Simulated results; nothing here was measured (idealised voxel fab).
The following is a process module called voxel wiring stack.
Cross-sectional view cut (width: 190 nm; square cell size: 5 nm).
For the purposes of this document, a cross-section shall be understood as a grid of square cells, specified as bands listed in top-to-bottom order, each band consisting of one or more rows of cells.
What a band's entry tells you: where the top is and where the bottom is, as heights in nm, and after that what lies inside, material by material from left to right, each with its width in nm. Empty space is written as the word "air", and a single material marked with the word "edge to edge" occupies the band from edge to edge.
Height 0 is the level under which the wafer as received is all one material. The lowest band goes on downwards, as in "top 0, no bottom".
Width "30..40": first value at the band's top row of cells, second value at its bottom row, equal change from row to row.
What does "nothing altered" mean for a step? It means no cell of the cross-section changed in that step.
You'll see "Trapped void list" listing empty spaces that have no way open to the top, as long as they're 8 cells or more; the notation is width x height at distance, where the distance is from the left edge, and all of it is in nm.
Text after the settings on a step's line: the simulator's own remark on that step.
"overlay nm" answers the question of how far to the right of plan the mask lay on a step that has a mask, and when it is negative the answer is to the left.
### Planned process steps
- 1: RECEIVE with material Si
- 2: CONFORMAL_DEP with material SiO2, thk nm 10
- 3: DIRECTIONAL_DEP with material TiN, thk nm 5
- 4: DIRECTIONAL_DEP with material Ru, thk nm 20
- 5: MASKED_ETCH with tone cover, mask id METAL_1, width nm 25, pitch nm 40, etch materials Ru, depth nm 20, overlay nm 0
- 6: MASKED_ETCH with tone cover, mask id METAL_1, width nm 25, pitch nm 40, etch materials TiN, depth nm 5, overlay nm 0
- 7: FILL_DEP with material SiO2, thk nm 10
- 8: CMP with height nm 35
- 9: CONFORMAL_DEP with material SiCN, thk nm 5
- 10: DIRECTIONAL_DEP with material lowk, thk nm 30
- 11: PATTERN with tone open, mask id METAL_2_HOLES, material resist, width nm 15, thk nm 20, overlay nm 0
- 12: DIRECTIONAL_ETCH with etch materials lowk, depth nm 30
- 13: STRIP with etch materials resist
- 14: DIRECTIONAL_DEP with material aC, thk nm 10
- 15: PATTERN with tone open, mask id METAL_2, material resist, width nm 25, pitch nm 40, thk nm 30, overlay nm 0
- 16: DIRECTIONAL_ETCH with etch materials aC, depth nm 10
- 17: STRIP with etch materials resist
- 18: DIRECTIONAL_ETCH with etch materials lowk, depth nm 20
- 19: DIRECTIONAL_ETCH with etch materials SiCN, depth nm 5
- 20: STRIP with etch materials aC
- 21: CONFORMAL_DEP with material TiN, thk nm 5
- 22: FILL_DEP with material Cu, thk nm 10
- 23: CMP with height nm 70
- 24: CONFORMAL_DEP with material SiCN, thk nm 5
- 25: DIRECTIONAL_DEP with material SiO2, thk nm 35
- 26: MASKED_ETCH with tone open, mask id METAL_3, width nm 25, pitch nm 40, etch materials SiO2, depth nm 20, overlay nm 0
- 27: DIRECTIONAL_DEP with material aC, thk nm 10
- 28: PATTERN with tone open, mask id METAL_3_HOLES, material resist, width nm 15, pitch nm 40, thk nm 25, overlay nm 0
- 29: DIRECTIONAL_ETCH with etch materials aC, depth nm 10
- 30: STRIP with etch materials resist
- 31: DIRECTIONAL_ETCH with etch materials SiO2, depth nm 15
- 32: DIRECTIONAL_ETCH with etch materials SiCN, depth nm 5
- 33: STRIP with etch materials aC
- 34: CONFORMAL_DEP with material TiN, thk nm 5
- 35: FILL_DEP with material Ru, thk nm 10
- 36: CMP with height nm 110
- 37: CONFORMAL_DEP with material SiCN, thk nm 5
- 38: DIRECTIONAL_DEP with material SiO2, thk nm 25
- 39: PATTERN with tone open, mask id METAL_4, material resist, width nm 25, pitch nm 40, thk nm 15, overlay nm 0
- 40: DIRECTIONAL_ETCH with etch materials SiO2, depth nm 15
- 41: STRIP with etch materials resist
- 42: MASKED_ETCH with tone open, mask id METAL_4_HOLES, width nm 15, etch materials SiO2, depth nm 10, overlay nm 0
- 43: MASKED_ETCH with tone open, mask id METAL_4_HOLES, width nm 15, etch materials SiCN, depth nm 5, overlay nm 0
- 44: CONFORMAL_DEP with material TiN, thk nm 5
- 45: FILL_DEP with material Cu, thk nm 5
- 46: CMP with height nm 140
- 47: CONFORMAL_DEP with material SiCN, thk nm 5
### Incoming wafer in cross-section (state: after step 1)
* top 0, no bottom  Si edge to edge
* Trapped void list: none
### Wafer at module end, in section. Began as above, planned as above, run with one mistake
* top 145, bottom 140  SiCN edge to edge
* top 140, bottom 130  SiO2: 60, TiN: 5, Cu: 15, TiN: 5, SiO2: 15, TiN: 5, Cu: 15, TiN: 5, SiO2: 65
* top 130, bottom 125  SiO2: 60, TiN: 5, Cu: 5, TiN: 15, SiO2: 15, TiN: 25, SiO2: 65
* top 125, bottom 115  SiO2: 60, TiN: 5, Cu: 5, TiN: 5, SiO2: 115
* top 115, bottom 110  SiCN: 60, TiN: 15, SiCN: 115
* top 110, bottom 95  SiO2: 60, TiN: 5, Ru: 15, TiN: 5, SiO2: 15, TiN: 5, Ru: 15, TiN: 5, SiO2: 65
* top 95, bottom 90  SiO2: 60, TiN: 5, Ru: 5, TiN: 15, SiO2: 15, TiN: 5, Ru: 5, TiN: 15, SiO2: 65
* top 90, bottom 75  SiO2: 60, TiN: 5, Ru: 5, TiN: 5, SiO2: 25, TiN: 5, Ru: 5, TiN: 5, SiO2: 75
* top 75, bottom 70  SiCN: 60, TiN: 15, SiCN: 25, TiN: 15, SiCN: 75
* top 70, bottom 55  lowk: 55, TiN: 5, Cu: 20, TiN: 5, lowk: 15, TiN: 5, Cu: 15, TiN: 5, lowk: 65
* top 55, bottom 50  lowk: 55, TiN: 5, Cu: 15, TiN: 10, lowk: 15, TiN: 25, lowk: 65
* top 50, bottom 40  lowk: 55, TiN: 5..10, Cu: 15..10, TiN: 5, lowk: 110
* top 40, bottom 35  SiCN: 60, TiN: 20, SiCN: 110
* top 35, bottom 15  SiO2: 60, Ru: 25, SiO2: 15, Ru: 25, SiO2: 65
* top 15, bottom 10  SiO2: 60, TiN: 25, SiO2: 15, TiN: 25, SiO2: 65
* top 10, bottom 0  SiO2 edge to edge
* top 0, no bottom  Si edge to edge
* Trapped void list: none
Against the plan, the run slipped here: rather than as planned, step 11 actually ran as PATTERN with tone open, mask id METAL_2_HOLES, material resist, width nm 25, thk nm 20, overlay nm 0
